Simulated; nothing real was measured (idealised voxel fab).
Process module heading - voxel self aligned contacts
cross-section cut | 165 nm wide | cells 5 nm
Each cross-section below is a grid of square cells, stated as bands in top-down order, with one or more rows of cells making up each band.
A band entry consists of two parts. The first gives the height of the band's top and the height of its bottom, in nm. The rest lists the band's materials from left to right, each with its width in nm. A single material labelled with the word "all across" fills the band from edge to edge, and the word "blank" marks empty space.
The level at which height equals 0 is the one under which the wafer, as it arrives, is entirely one material. No lower edge exists for the bottom band, which continues downward and is notated as in "0 nm and below".
The notation "30->40" denotes a width that varies across the rows of cells in the band, beginning at the first number in the top row, finishing at the second number in the bottom row, and changing by an identical amount from each row to the next.
You'll sometimes find "nothing was modified" written for a step, and that's the way of saying that nowhere in the cross-section did a cell change during that step.
Empty spaces counting at least 8 cells and having no open way to the top are listed in "Closed void roster". The notation width x height at distance is used for each, the distance being from the left edge and all three values in nm.
Past the settings on a step's line: simulator remark, on that step.
overlay nm: on a step with a mask, how far right of its planned place the mask lay; negative means left.

These are the steps we planned for the process:
| 1 | RECEIVE [material Si] |
| 2 | OXIDIZE [depth nm 5] |
| 3 | DIRECTIONAL_DEP [material polySi] [thk nm 30] |
| 4 | DIRECTIONAL_DEP [material SiN] [thk nm 15] |
| 5 | PATTERN [tone cover] [mask id GATE] [material resist] [width nm 30] [pitch nm 60] [thk nm 15] [overlay nm 0] |
| 6 | DIRECTIONAL_ETCH [etch materials SiN] [depth nm 15] |
| 7 | DIRECTIONAL_ETCH [etch materials polySi] [depth nm 30] |
| 8 | STRIP [etch materials resist] |
| 9 | CONFORMAL_DEP [material SiN] [thk nm 5] |
| 10 | DIRECTIONAL_ETCH [etch materials SiN] [depth nm 5] |
| 11 | FILL_DEP [material SiO2] [thk nm 20] |
| 12 | CMP [height nm 55] |
| 13 | PATTERN [tone open] [mask id CONTACT] [material resist] [width nm 40] [thk nm 15] [overlay nm 0] |
| 14 | DIRECTIONAL_ETCH [etch materials SiO2] [depth nm 60] |
| 15 | STRIP [etch materials resist] |
| 16 | CONFORMAL_DEP [material TiN] [thk nm 5] |
| 17 | FILL_DEP [material Ru] [thk nm 10] |
| 18 | CMP [height nm 55] |
| 19 | CONFORMAL_DEP [material SiN] [thk nm 5] |

Run as planned: first of two wafers:

Cross-section of the incoming wafer, state after step 1:
- 0 nm and below: Si all across
- Closed void roster: none

Step 2 done - wafer cross-section:
- 0 nm to -5 nm: SiO2 all across
- No changes below -5.

Step 3 done - wafer cross-section:
- 30 nm to 0 nm: polySi all across
- No changes below 0.

Step 4 done - wafer cross-section:
- 45 nm to 30 nm: SiN all across
- No changes below 30.

Step 5 done - wafer cross-section:
- 60 nm to 45 nm: 35 of blank  30 of resist  30 of blank  30 of resist  40 of blank
- No changes below 45.

Step 6 done - wafer cross-section:
- 60 nm to 45 nm: 35 of blank  30 of resist  30 of blank  30 of resist  40 of blank
- 45 nm to 30 nm: 35 of blank  30 of SiN  30 of blank  30 of SiN  40 of blank
- No changes below 30.

Step 7 done - wafer cross-section:
- 60 nm to 45 nm: 35 of blank  30 of resist  30 of blank  30 of resist  40 of blank
- 45 nm to 30 nm: 35 of blank  30 of SiN  30 of blank  30 of SiN  40 of blank
- 30 nm to 0 nm: 35 of blank  30 of polySi  30 of blank  30 of polySi  40 of blank
- No changes below 0.

Step 8 done - wafer cross-section:
- 45 nm to 30 nm: 35 of blank  30 of SiN  30 of blank  30 of SiN  40 of blank
- No changes below 30.

Step 9 done - wafer cross-section:
- 50 nm to 30 nm: 30 of blank  40 of SiN  20 of blank  40 of SiN  35 of blank
- 30 nm to 5 nm: 30 of blank  5 of SiN  30 of polySi  5 of SiN  20 of blank  5 of SiN  30 of polySi  5 of SiN  35 of blank
- 5 nm to 0 nm: 35 of SiN  30 of polySi  30 of SiN  30 of polySi  40 of SiN
- No changes below 0.

Step 10 done - wafer cross-section:
- 45 nm to 30 nm: 30 of blank  40 of SiN  20 of blank  40 of SiN  35 of blank
- 30 nm to 0 nm: 30 of blank  5 of SiN  30 of polySi  5 of SiN  20 of blank  5 of SiN  30 of polySi  5 of SiN  35 of blank
- No changes below 0.

Step 11 done - wafer cross-section:
- 65 nm to 45 nm: SiO2 all across
- 45 nm to 30 nm: 30 of SiO2  40 of SiN  20 of SiO2  40 of SiN  35 of SiO2
- 30 nm to 0 nm: 30 of SiO2  5 of SiN  30 of polySi  5 of SiN  20 of SiO2  5 of SiN  30 of polySi  5 of SiN  35 of SiO2
- No changes below 0.

Step 12 done - wafer cross-section:
- 55 nm to 45 nm: SiO2 all across
- No changes below 45.

Step 13 done - wafer cross-section:
- 70 nm to 55 nm: 60 of resist  40 of blank  65 of resist
- No changes below 55.

Step 14 done - wafer cross-section:
- 70 nm to 55 nm: 60 of resist  40 of blank  65 of resist
- 55 nm to 45 nm: 60 of SiO2  40 of blank  65 of SiO2
- 45 nm to 30 nm: 30 of SiO2  40 of SiN  20 of blank  40 of SiN  35 of SiO2
- 30 nm to 0 nm: 30 of SiO2  5 of SiN  30 of polySi  5 of SiN  20 of blank  5 of SiN  30 of polySi  5 of SiN  35 of SiO2
- 0 nm to -5 nm: 70 of SiO2  20 of blank  75 of SiO2
- No changes below -5.

Step 15 done - wafer cross-section:
- 55 nm to 45 nm: 60 of SiO2  40 of blank  65 of SiO2
- No changes below 45.

Step 16 done - wafer cross-section:
- 60 nm to 55 nm: 65 of TiN  30 of blank  70 of TiN
- 55 nm to 45 nm: 60 of SiO2  5->15 of TiN  30->10 of blank  5->15 of TiN  65 of SiO2
- 45 nm to 30 nm: 30 of SiO2  40 of SiN  5 of TiN  10 of blank  5 of TiN  40 of SiN  35 of SiO2
- 30 nm to 0 nm: 30 of SiO2  5 of SiN  30 of polySi  5 of SiN  5 of TiN  10 of blank  5 of TiN  5 of SiN  30 of polySi  5 of SiN  35 of SiO2
- 0 nm to -5 nm: 70 of SiO2  20 of TiN  75 of SiO2
- No changes below -5.

Step 17 done - wafer cross-section:
- 70 nm to 60 nm: Ru all across
- 60 nm to 55 nm: 65 of TiN  30 of Ru  70 of TiN
- 55 nm to 45 nm: 60 of SiO2  5->15 of TiN  30->10 of Ru  5->15 of TiN  65 of SiO2
- 45 nm to 30 nm: 30 of SiO2  40 of SiN  5 of TiN  10 of Ru  5 of TiN  40 of SiN  35 of SiO2
- 30 nm to 0 nm: 30 of SiO2  5 of SiN  30 of polySi  5 of SiN  5 of TiN  10 of Ru  5 of TiN  5 of SiN  30 of polySi  5 of SiN  35 of SiO2
- No changes below 0.

Step 18 done - wafer cross-section:
- 55 nm to 45 nm: 60 of SiO2  5->15 of TiN  30->10 of Ru  5->15 of TiN  65 of SiO2
- No changes below 45.

Step 19 done - wafer cross-section:
- 60 nm to 55 nm: SiN all across
- No changes below 55.

Second wafer: like start, like plan, one mistake. Through step 2 it matches the first wafer:

What the second wafer looks like in cross-section when step 3 should have wrapped up:
- 60 nm to 0 nm: polySi all across
- No changes below 0.

What the second wafer looks like in cross-section when step 4 should have wrapped up:
- 75 nm to 60 nm: SiN all across
- No changes below 60.

What the second wafer looks like in cross-section when step 5 should have wrapped up:
- 90 nm to 75 nm: 35 of blank  30 of resist  30 of blank  30 of resist  40 of blank
- No changes below 75.

What the second wafer looks like in cross-section when step 6 should have wrapped up:
- 90 nm to 75 nm: 35 of blank  30 of resist  30 of blank  30 of resist  40 of blank
- 75 nm to 60 nm: 35 of blank  30 of SiN  30 of blank  30 of SiN  40 of blank
- No changes below 60.

What the second wafer looks like in cross-section when step 7 should have wrapped up:
- 90 nm to 75 nm: 35 of blank  30 of resist  30 of blank  30 of resist  40 of blank
- 75 nm to 60 nm: 35 of blank  30 of SiN  30 of blank  30 of SiN  40 of blank
- 60 nm to 30 nm: 35 of blank  30 of polySi  30 of blank  30 of polySi  40 of blank
- No changes below 30.

What the second wafer looks like in cross-section when step 8 should have wrapped up:
- 75 nm to 60 nm: 35 of blank  30 of SiN  30 of blank  30 of SiN  40 of blank
- No changes below 60.

What the second wafer looks like in cross-section when step 9 should have wrapped up:
- 80 nm to 60 nm: 30 of blank  40 of SiN  20 of blank  40 of SiN  35 of blank
- 60 nm to 35 nm: 30 of blank  5 of SiN  30 of polySi  5 of SiN  20 of blank  5 of SiN  30 of polySi  5 of SiN  35 of blank
- 35 nm to 30 nm: 35 of SiN  30 of polySi  30 of SiN  30 of polySi  40 of SiN
- No changes below 30.

What the second wafer looks like in cross-section when step 10 should have wrapped up:
- 75 nm to 60 nm: 30 of blank  40 of SiN  20 of blank  40 of SiN  35 of blank
- 60 nm to 30 nm: 30 of blank  5 of SiN  30 of polySi  5 of SiN  20 of blank  5 of SiN  30 of polySi  5 of SiN  35 of blank
- No changes below 30.

What the second wafer looks like in cross-section when step 11 should have wrapped up:
- 95 nm to 75 nm: SiO2 all across
- 75 nm to 60 nm: 30 of SiO2  40 of SiN  20 of SiO2  40 of SiN  35 of SiO2
- 60 nm to 30 nm: 30 of SiO2  5 of SiN  30 of polySi  5 of SiN  20 of SiO2  5 of SiN  30 of polySi  5 of SiN  35 of SiO2
- No changes below 30.

What the second wafer looks like in cross-section when step 12 should have wrapped up:
- 55 nm to 30 nm: 30 of SiO2  5 of SiN  30 of polySi  5 of SiN  20 of SiO2  5 of SiN  30 of polySi  5 of SiN  35 of SiO2
- No changes below 30.

What the second wafer looks like in cross-section when step 13 should have wrapped up:
- 70 nm to 55 nm: 60 of resist  40 of blank  65 of resist
- No changes below 55.

What the second wafer looks like in cross-section when step 14 should have wrapped up:
- 70 nm to 55 nm: 60 of resist  40 of blank  65 of resist
- 55 nm to 30 nm: 30 of SiO2  5 of SiN  30 of polySi  5 of SiN  20 of blank  5 of SiN  30 of polySi  5 of SiN  35 of SiO2
- No changes below 30.

What the second wafer looks like in cross-section when step 15 should have wrapped up:
- 55 nm to 30 nm: 30 of SiO2  5 of SiN  30 of polySi  5 of SiN  20 of blank  5 of SiN  30 of polySi  5 of SiN  35 of SiO2
- No changes below 30.

What the second wafer looks like in cross-section when step 16 should have wrapped up:
- 60 nm to 55 nm: 75 of TiN  10 of blank  80 of TiN
- 55 nm to 35 nm: 30 of SiO2  5 of SiN  30 of polySi  5 of SiN  5 of TiN  10 of blank  5 of TiN  5 of SiN  30 of polySi  5 of SiN  35 of SiO2
- 35 nm to 30 nm: 30 of SiO2  5 of SiN  30 of polySi  5 of SiN  20 of TiN  5 of SiN  30 of polySi  5 of SiN  35 of SiO2
- No changes below 30.

What the second wafer looks like in cross-section when step 17 should have wrapped up:
- 70 nm to 60 nm: Ru all across
- 60 nm to 55 nm: 75 of TiN  10 of Ru  80 of TiN
- 55 nm to 35 nm: 30 of SiO2  5 of SiN  30 of polySi  5 of SiN  5 of TiN  10 of Ru  5 of TiN  5 of SiN  30 of polySi  5 of SiN  35 of SiO2
- No changes below 35.

What the second wafer looks like in cross-section when step 18 should have wrapped up:
- 55 nm to 35 nm: 30 of SiO2  5 of SiN  30 of polySi  5 of SiN  5 of TiN  10 of Ru  5 of TiN  5 of SiN  30 of polySi  5 of SiN  35 of SiO2
- No changes below 35.

What the second wafer looks like in cross-section when step 19 should have wrapped up:
- 60 nm to 55 nm: SiN all across
- No changes below 55.
what went wrong: step 3 was run twice
at the end the second wafer has, in cells: 18 fewer of Ru | 52 fewer of SiN | 98 fewer of SiO2 | 18 fewer of TiN | 186 more of polySi
